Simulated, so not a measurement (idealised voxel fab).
This is a process module. Its name is voxel capacitor over wiring.
Square cell edge 5 nm, section width 155 nm, ID cut.
Square cells in a grid make up a cross-section in this document, and the grid is given as bands, listed from the top down, each one or more rows of cells.
Top, bottom (nm), then materials left to right with widths (nm); lone material tagged "all across" fills the whole band edge to edge; "empty" = empty space.
We count height from 0. Below that, the starting wafer is all one material. The lowest band never ends at the bottom but goes on down; see "0 -> down" for how that is written.
Width "30..40": first value at the band's top row of cells, second value at its bottom row, equal change from row to row.
Reading "nothing got changed" for a step: not a cell of the cross-section changed in it.
"Non-vented voids" specifies each empty space that is not open to the top and that occupies no fewer than 8 cells, using the form width x height at distance, the distance measured from the left edge and all three quantities in nm.
Step line, after settings: the simulator's comment on this step.
On any step carrying a mask, the "overlay nm" setting, if present on the step's line, tells how far right of its planned place the mask lay; negative values point to the left.

These are the steps we planned for the process:
| 1 | RECEIVE | material Si |
| 2 | CONFORMAL_DEP | material SiO2 | thk nm 15 |
| 3 | CONFORMAL_DEP | material SiN | thk nm 5 |
| 4 | DIRECTIONAL_DEP | material SiO2 | thk nm 15 |
| 5 | PATTERN | tone open | mask id METAL_1 | material resist | width nm 30 | pitch nm 85 | thk nm 20 | overlay nm 0 |
| 6 | DIRECTIONAL_ETCH | etch materials SiO2 | depth nm 15 |
| 7 | DIRECTIONAL_ETCH | etch materials SiN | depth nm 5 |
| 8 | STRIP | etch materials resist |
| 9 | CONFORMAL_DEP | material TiN | thk nm 5 |
| 10 | FILL_DEP | material W | thk nm 10 |
| 11 | CMP | height nm 35 |
| 12 | CONFORMAL_DEP | material SiCN | thk nm 5 |
| 13 | DIRECTIONAL_DEP | material SiO2 | thk nm 10 |
| 14 | DIRECTIONAL_DEP | material aC | thk nm 15 |
| 15 | PATTERN | tone open | mask id PLUG_1 | material resist | width nm 15 | thk nm 30 | overlay nm 0 |
| 16 | DIRECTIONAL_ETCH | etch materials aC | depth nm 15 |
| 17 | STRIP | etch materials resist |
| 18 | DIRECTIONAL_ETCH | etch materials SiO2 | depth nm 10 |
| 19 | DIRECTIONAL_ETCH | etch materials SiCN | depth nm 5 |
| 20 | STRIP | etch materials aC |
| 21 | EPI | material Ru | thk nm 10 |
| 22 | EPI | material Ru | thk nm 5 |
| 23 | DIRECTIONAL_DEP | material TiN | thk nm 10 |
| 24 | DIRECTIONAL_DEP | material Al2O3 | thk nm 5 |
| 25 | DIRECTIONAL_DEP | material TiN | thk nm 5 |
| 26 | MASKED_ETCH | tone cover | mask id UPPER_PLATE | width nm 60 | etch materials TiN | depth nm 5 | overlay nm 0 |
| 27 | MASKED_ETCH | tone cover | mask id UPPER_PLATE | width nm 60 | etch materials Al2O3 | depth nm 5 | overlay nm 0 |
| 28 | PATTERN | tone cover | mask id LOWER_PLATE | material resist | width nm 70 | thk nm 20 | overlay nm 0 |
| 29 | DIRECTIONAL_ETCH | etch materials TiN | depth nm 10 |
| 30 | STRIP | etch materials resist |
| 31 | FILL_DEP | material SiO2 | thk nm 20 |
| 32 | CMP | height nm 85 |
| 33 | PATTERN | tone open | mask id PLUG_2 | material resist | width nm 15 | thk nm 15 | overlay nm 0 |
| 34 | DIRECTIONAL_ETCH | etch materials SiO2 | depth nm 15 |
| 35 | STRIP | etch materials resist |
| 36 | CONFORMAL_DEP | material TiN | thk nm 5 |
| 37 | FILL_DEP | material Ru | thk nm 5 |
| 38 | CMP | height nm 85 |
| 39 | CONFORMAL_DEP | material SiCN | thk nm 5 |

Incoming wafer, cross-sectional view, post step 1:
  0 -> down = Si all across
  Non-vented voids: none

First wafer of two, sectioned at end of module; run went per plan:
  90 -> 85 = SiCN all across
  85 -> 75 = SiO2 45 nm, TiN 5 nm, Ru 5 nm, TiN 5 nm, SiO2 95 nm
  75 -> 65 = SiO2 45..35 nm, TiN 15..60 nm, SiO2 95..60 nm
  65 -> 60 = SiO2 35 nm, Al2O3 60 nm, SiO2 60 nm
  60 -> 50 = SiO2 30 nm, TiN 70 nm, SiO2 55 nm
  50 -> 40 = SiO2 35 nm, Ru 15 nm, SiO2 105 nm
  40 -> 35 = SiCN 35 nm, Ru 15 nm, SiCN 105 nm
  35 -> 20 = SiO2 20 nm, TiN 5 nm, W 20 nm, TiN 5 nm, SiO2 55 nm, TiN 5 nm, W 20 nm, TiN 5 nm, SiO2 20 nm
  20 -> 15 = SiN 20 nm, TiN 30 nm, SiN 55 nm, TiN 30 nm, SiN 20 nm
  15 -> 0 = SiO2 all across
  0 -> down = Si all across
  Non-vented voids: none

End of module, second wafer, cross-section. Started like the first, planned like the first, run with one mistake:
  90 -> 85 = SiCN all across
  85 -> 75 = SiO2 45 nm, TiN 5 nm, Ru 5 nm, TiN 5 nm, SiO2 95 nm
  75 -> 70 = SiO2 45 nm, TiN 15 nm, SiO2 95 nm
  70 -> 65 = SiO2 35 nm, Al2O3 60 nm, SiO2 60 nm
  65 -> 55 = SiO2 30 nm, TiN 70 nm, SiO2 55 nm
  55 -> 50 = TiN all across
  50 -> 40 = SiO2 35 nm, Ru 15 nm, SiO2 105 nm
  40 -> 35 = SiCN 35 nm, Ru 15 nm, SiCN 105 nm
  35 -> 20 = SiO2 20 nm, TiN 5 nm, W 20 nm, TiN 5 nm, SiO2 55 nm, TiN 5 nm, W 20 nm, TiN 5 nm, SiO2 20 nm
  20 -> 15 = SiN 20 nm, TiN 30 nm, SiN 55 nm, TiN 30 nm, SiN 20 nm
  15 -> 0 = SiO2 all across
  0 -> down = Si all across
  Non-vented voids: none
Diagnosis: the run placed steps 24 and 25 each in the position the plan gave to the other
Final comparison by cell count, materials where the second wafer has more or fewer than the first: -19 SiO2; +19 TiN
